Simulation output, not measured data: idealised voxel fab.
Herein follows the process module entitled voxel wiring stack.
It is cross-section cut that appears here, measuring 205 nm in width, its square cells being 5 nm in size.
Each cross-section below is a grid of square cells, stated as bands in top-down order, with one or more rows of cells making up each band. What a band's entry tells you: where the top is and where the bottom is, as heights in nm, and after that what lies inside, material by material from left to right, each with its width in nm. Empty space is written as the word "empty", and a single material marked with the word "full width" occupies the band from edge to edge. Below 0: as-received wafer, all one material; heights counted from there. Lowest band: no bottom, goes on down, written "top 0, no bottom". Top row gets the first number, bottom row gets the second, and each row in between changes by the same step: that is how a band width like "30->40" works. Take "remains unaltered" at face value: in the step it is given for, the cross-section changed in none of its cells. The entry titled "Voids, fully enclosed" provides the empty spaces that have no open way to the top, restricted to those of 8 cells or more. Each is presented as width x height at distance, the distance being measured from the left edge, with all three in nm. On a step's line, text after the settings is the simulator commenting on that step. What "overlay nm" on a step's line means: if the step has a mask, that mask lay this far to the right of its planned place, or, when the value is negative, to the left.
[Intended process steps]
1 RECEIVE: material Si
2 CONFORMAL_DEP: material SiO2, thk nm 10
3 DIRECTIONAL_DEP: material TiN, thk nm 5
4 DIRECTIONAL_DEP: material Ru, thk nm 25
5 PATTERN: tone cover, mask id METAL_1, material resist, width nm 30, pitch nm 50, thk nm 20, overlay nm 0
6 DIRECTIONAL_ETCH: etch materials Ru, depth nm 25
7 DIRECTIONAL_ETCH: etch materials TiN, depth nm 5
8 STRIP: etch materials resist
9 FILL_DEP: material SiO2, thk nm 10
10 CMP: height nm 40
11 CONFORMAL_DEP: material SiCN, thk nm 5
12 DIRECTIONAL_DEP: material SiO2, thk nm 15
13 MASKED_ETCH: tone open, mask id PLUG_1, width nm 15, pitch nm 50, etch materials SiO2, depth nm 15, overlay nm 0
14 MASKED_ETCH: tone open, mask id PLUG_1, width nm 15, pitch nm 50, etch materials SiCN, depth nm 5, overlay nm 0
15 CONFORMAL_DEP: material TiN, thk nm 5
16 FILL_DEP: material Cu, thk nm 5
17 CMP: height nm 60
18 CONFORMAL_DEP: material SiN, thk nm 5
19 DIRECTIONAL_DEP: material SiO2, thk nm 25
20 DIRECTIONAL_DEP: material aC, thk nm 5
21 PATTERN: tone open, mask id METAL_2, material resist, width nm 30, pitch nm 50, thk nm 25, overlay nm 0
22 DIRECTIONAL_ETCH: etch materials aC, depth nm 10
23 STRIP: etch materials resist
24 DIRECTIONAL_ETCH: etch materials SiO2, depth nm 25
25 DIRECTIONAL_ETCH: etch materials SiN, depth nm 5
26 STRIP: etch materials aC
27 CONFORMAL_DEP: material TiN, thk nm 5
28 FILL_DEP: material Cu, thk nm 5
29 CMP: height nm 90
30 CONFORMAL_DEP: material SiCN, thk nm 5
Wafer-to-wafer difference: thk nm, step 20. Common start. Plan = first wafer's value.
[This is how the first of several wafers looked in cross-section when it arrived, which is after step 1]
- top 0, no bottom = Si full width
- Voids, fully enclosed: none
[Cross-sectional representation of the first of several wafers at the end of the module, i.e. after its terminal step, step 30]
- top 95, bottom 90 = SiCN full width
- top 90, bottom 65 = 35 of SiO2, 5 of TiN, 20 of Cu, 5 of TiN, 20 of SiO2, 5 of TiN, 20 of Cu, 5 of TiN, 20 of SiO2, 5 of TiN, 20 of Cu, 5 of TiN, 40 of SiO2
- top 65, bottom 60 = 35 of SiN, 30 of TiN, 20 of SiN, 30 of TiN, 20 of SiN, 30 of TiN, 40 of SiN
- top 60, bottom 45 = 35 of SiO2, 5 of TiN, 5 of Cu, 5 of TiN, 35 of SiO2, 5 of TiN, 5 of Cu, 5 of TiN, 35 of SiO2, 5 of TiN, 5 of Cu, 5 of TiN, 55 of SiO2
- top 45, bottom 40 = 35 of SiCN, 15 of TiN, 35 of SiCN, 15 of TiN, 35 of SiCN, 15 of TiN, 55 of SiCN
- top 40, bottom 15 = 35 of SiO2, 30 of Ru, 20 of SiO2, 30 of Ru, 20 of SiO2, 30 of Ru, 40 of SiO2
- top 15, bottom 10 = 35 of SiO2, 30 of TiN, 20 of SiO2, 30 of TiN, 20 of SiO2, 30 of TiN, 40 of SiO2
- top 10, bottom 0 = SiO2 full width
- top 0, no bottom = Si full width
- Voids, fully enclosed: none
[Final wafer cross-section at module end]
- top 95, bottom 90 = SiCN full width
- top 90, bottom 65 = SiO2 full width
- top 65, bottom 60 = SiN full width
- top 60, bottom 45 = 35 of SiO2, 5 of TiN, 5 of Cu, 5 of TiN, 35 of SiO2, 5 of TiN, 5 of Cu, 5 of TiN, 35 of SiO2, 5 of TiN, 5 of Cu, 5 of TiN, 55 of SiO2
- top 45, bottom 40 = 35 of SiCN, 15 of TiN, 35 of SiCN, 15 of TiN, 35 of SiCN, 15 of TiN, 55 of SiCN
- top 40, bottom 15 = 35 of SiO2, 30 of Ru, 20 of SiO2, 30 of Ru, 20 of SiO2, 30 of Ru, 40 of SiO2
- top 15, bottom 10 = 35 of SiO2, 30 of TiN, 20 of SiO2, 30 of TiN, 20 of SiO2, 30 of TiN, 40 of SiO2
- top 10, bottom 0 = SiO2 full width
- top 0, no bottom = Si full width
- Voids, fully enclosed: none
[wafer rows; end of module; cells per material since receipt: (+) gained, (-) lost; then closed voids]
thk nm 5 | +69 Cu | +90 Ru | +73 SiCN | +23 SiN | +431 SiO2 | +93 TiN | Voids, fully enclosed: none
thk nm 10 | +69 Cu | +90 Ru | +73 SiCN | +23 SiN | +431 SiO2 | +93 TiN | Voids, fully enclosed: none
thk nm 15 | +9 Cu | +90 Ru | +73 SiCN | +41 SiN | +521 SiO2 | +45 TiN | Voids, fully enclosed: none
thk nm 20 | +9 Cu | +90 Ru | +73 SiCN | +41 SiN | +521 SiO2 | +45 TiN | Voids, fully enclosed: none
thk nm 25 | +9 Cu | +90 Ru | +73 SiCN | +41 SiN | +521 SiO2 | +45 TiN | Voids, fully enclosed: none
